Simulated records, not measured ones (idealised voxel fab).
The document below concerns the process module designated voxel wiring stack.
The width of the displayed cross-section, cut, is 290 nm; its cells are square, with a size of 5 nm.
Cross-section layout: square cells on a grid; listed as bands, top to bottom; a band spans one or more cell rows. The entry gives the band's vertical extent as a top height and a bottom height in nm, then its horizontal make-up as materials from left to right, each with a width in nm. "air" stands for empty space; a single material marked "edge to edge" fills the band edge to edge. We count height from 0. Below that, the starting wafer is all one material. The lowest band never ends at the bottom but goes on down; see "from 0 down" for how that is written. Read "30..40" as a graded width: first number on top, second number at the bottom, same change between each pair of neighbouring rows. For the purposes of this document, the phrase "all unchanged" attached to a step denotes that no cell within the cross-section was modified by that step. Basically, "Sealed void list" tells you about the enclosed voids: empty spaces with no open way to the top, 8 cells or bigger, each written width x height at distance, where distance is from the left edge, all in nm. Anything after a step's settings on that line? It's the simulator's own note about the step. A step's line can hold "overlay nm"; with a mask on that step, the setting says how far right of the planned place the mask lay, while a negative setting says it lay to the left.

Listed below are the process steps as planned
1,RECEIVE, material Si
2,CONFORMAL_DEP, material SiO2, thk nm 10
3,CONFORMAL_DEP, material SiCN, thk nm 5
4,DIRECTIONAL_DEP, material SiO2, thk nm 25
5,MASKED_ETCH, tone open, mask id METAL_1, width nm 20, pitch nm 45, etch materials SiO2, depth nm 25, overlay nm 0
6,MASKED_ETCH, tone open, mask id METAL_1, width nm 20, pitch nm 45, etch materials SiCN, depth nm 5, overlay nm 0
7,CONFORMAL_DEP, material TiN, thk nm 5
8,FILL_DEP, material Cu, thk nm 5
9,CMP, height nm 40
10,CONFORMAL_DEP, material SiCN, thk nm 5
11,DIRECTIONAL_DEP, material SiO2, thk nm 30
12,MASKED_ETCH, tone open, mask id METAL_2, width nm 20, pitch nm 45, etch materials SiO2, depth nm 15, overlay nm 0
13,PATTERN, tone open, mask id METAL_2_HOLES, material resist, width nm 15, thk nm 15, overlay nm 0
14,DIRECTIONAL_ETCH, etch materials SiO2, depth nm 15
15,DIRECTIONAL_ETCH, etch materials SiCN, depth nm 5
16,STRIP, etch materials resist
17,CONFORMAL_DEP, material TiN, thk nm 5
18,FILL_DEP, material Cu, thk nm 5
19,CMP, height nm 75
20,CONFORMAL_DEP, material SiCN, thk nm 5
21,DIRECTIONAL_DEP, material lowk, thk nm 30
22,PATTERN, tone open, mask id METAL_3_HOLES, material resist, width nm 15, pitch nm 45, thk nm 20, overlay nm 0
23,DIRECTIONAL_ETCH, etch materials lowk, depth nm 30
24,STRIP, etch materials resist
25,MASKED_ETCH, tone open, mask id METAL_3, width nm 20, pitch nm 45, etch materials lowk, depth nm 15, overlay nm 0
26,MASKED_ETCH, tone open, mask id METAL_3, width nm 20, pitch nm 45, etch materials SiCN, depth nm 5, overlay nm 0
27,CONFORMAL_DEP, material TiN, thk nm 5
28,FILL_DEP, material Ru, thk nm 5
29,CMP, height nm 110
30,CONFORMAL_DEP, material SiCN, thk nm 5
31,DIRECTIONAL_DEP, material lowk, thk nm 35
32,DIRECTIONAL_DEP, material aC, thk nm 10
33,PATTERN, tone open, mask id METAL_4_HOLES, material resist, width nm 15, thk nm 25, overlay nm 0
34,DIRECTIONAL_ETCH, etch materials aC, depth nm 10
35,STRIP, etch materials resist
36,DIRECTIONAL_ETCH, etch materials lowk, depth nm 35
37,STRIP, etch materials aC
38,PATTERN, tone open, mask id METAL_4, material resist, width nm 20, pitch nm 45, thk nm 15, overlay nm 0
39,DIRECTIONAL_ETCH, etch materials lowk, depth nm 20
40,DIRECTIONAL_ETCH, etch materials SiCN, depth nm 5
41,STRIP, etch materials resist
42,CONFORMAL_DEP, material TiN, thk nm 5
43,FILL_DEP, material Cu, thk nm 10
44,CMP, height nm 150
45,CONFORMAL_DEP, material SiN, thk nm 5

As received (post step 1): cross-section
    from 0 down | Si edge to edge
    Sealed void list: none

Post-module cross-section of the first of two wafers (run per plan)
    from 155 to 150 | SiN edge to edge
    from 150 to 135 | 110 of lowk  5 of TiN  10 of Cu  5 of TiN  25 of lowk  5 of TiN  10 of Cu  5 of TiN  115 of lowk
    from 135 to 130 | 110 of lowk  5 of TiN  5 of Cu  10 of TiN  25 of lowk  20 of TiN  115 of lowk
    from 130 to 115 | 110 of lowk  5 of TiN  5 of Cu  5 of TiN  165 of lowk
    from 115 to 110 | 110 of SiCN  15 of TiN  165 of SiCN
    from 110 to 100 | 110 of lowk  5 of TiN  10 of Ru  5 of TiN  25 of lowk  5 of TiN  10 of Ru  5 of TiN  115 of lowk
    from 100 to 95 | 110 of lowk  5 of TiN  5 of Ru  10 of TiN  25 of lowk  5 of TiN  5 of Ru  10 of TiN  115 of lowk
    from 95 to 80 | 110 of lowk  5 of TiN  5 of Ru  5 of TiN  30 of lowk  5 of TiN  5 of Ru  5 of TiN  120 of lowk
    from 80 to 75 | 110 of SiCN  15 of TiN  30 of SiCN  15 of TiN  120 of SiCN
    from 75 to 65 | 110 of SiO2  5 of TiN  10 of Cu  5 of TiN  25 of SiO2  5 of TiN  10 of Cu  5 of TiN  115 of SiO2
    from 65 to 60 | 110 of SiO2  5 of TiN  5 of Cu  10 of TiN  25 of SiO2  20 of TiN  115 of SiO2
    from 60 to 45 | 110 of SiO2  5 of TiN  5 of Cu  5 of TiN  165 of SiO2
    from 45 to 40 | 110 of SiCN  15 of TiN  165 of SiCN
    from 40 to 15 | 110 of SiO2  5 of TiN  10 of Cu  5 of TiN  25 of SiO2  5 of TiN  10 of Cu  5 of TiN  115 of SiO2
    from 15 to 10 | 110 of SiCN  20 of TiN  25 of SiCN  20 of TiN  115 of SiCN
    from 10 to 0 | SiO2 edge to edge
    from 0 down | Si edge to edge
    Sealed void list: none

End of module, second wafer, cross-section. Started like the first, planned like the first, run with one mistake
    from 170 to 165 | SiN edge to edge
    from 165 to 155 | Cu edge to edge
    from 155 to 150 | 115 of TiN  10 of Cu  35 of TiN  10 of Cu  120 of TiN
    from 150 to 135 | 110 of lowk  5 of TiN  10 of Cu  5 of TiN  25 of lowk  5 of TiN  10 of Cu  5 of TiN  115 of lowk
    from 135 to 130 | 110 of lowk  5 of TiN  5 of Cu  10 of TiN  25 of lowk  20 of TiN  115 of lowk
    from 130 to 115 | 110 of lowk  5 of TiN  5 of Cu  5 of TiN  165 of lowk
    from 115 to 110 | 110 of SiCN  15 of TiN  165 of SiCN
    from 110 to 100 | 110 of lowk  5 of TiN  10 of Ru  5 of TiN  25 of lowk  5 of TiN  10 of Ru  5 of TiN  115 of lowk
    from 100 to 95 | 110 of lowk  5 of TiN  5 of Ru  10 of TiN  25 of lowk  5 of TiN  5 of Ru  10 of TiN  115 of lowk
    from 95 to 80 | 110 of lowk  5 of TiN  5 of Ru  5 of TiN  30 of lowk  5 of TiN  5 of Ru  5 of TiN  120 of lowk
    from 80 to 75 | 110 of SiCN  15 of TiN  30 of SiCN  15 of TiN  120 of SiCN
    from 75 to 65 | 110 of SiO2  5 of TiN  10 of Cu  5 of TiN  25 of SiO2  5 of TiN  10 of Cu  5 of TiN  115 of SiO2
    from 65 to 60 | 110 of SiO2  5 of TiN  5 of Cu  10 of TiN  25 of SiO2  20 of TiN  115 of SiO2
    from 60 to 45 | 110 of SiO2  5 of TiN  5 of Cu  5 of TiN  165 of SiO2
    from 45 to 40 | 110 of SiCN  15 of TiN  165 of SiCN
    from 40 to 15 | 110 of SiO2  5 of TiN  10 of Cu  5 of TiN  25 of SiO2  5 of TiN  10 of Cu  5 of TiN  115 of SiO2
    from 15 to 10 | 110 of SiCN  20 of TiN  25 of SiCN  20 of TiN  115 of SiCN
    from 10 to 0 | SiO2 edge to edge
    from 0 down | Si edge to edge
    Sealed void list: none
It is concluded that the wafer was processed incorrectly with respect to the plan, in that step 44 of the plan did not run at all; it was left out
Counted in cells at the end, the second wafer holds more or fewer of these materials than the first: Cu +120, TiN +54
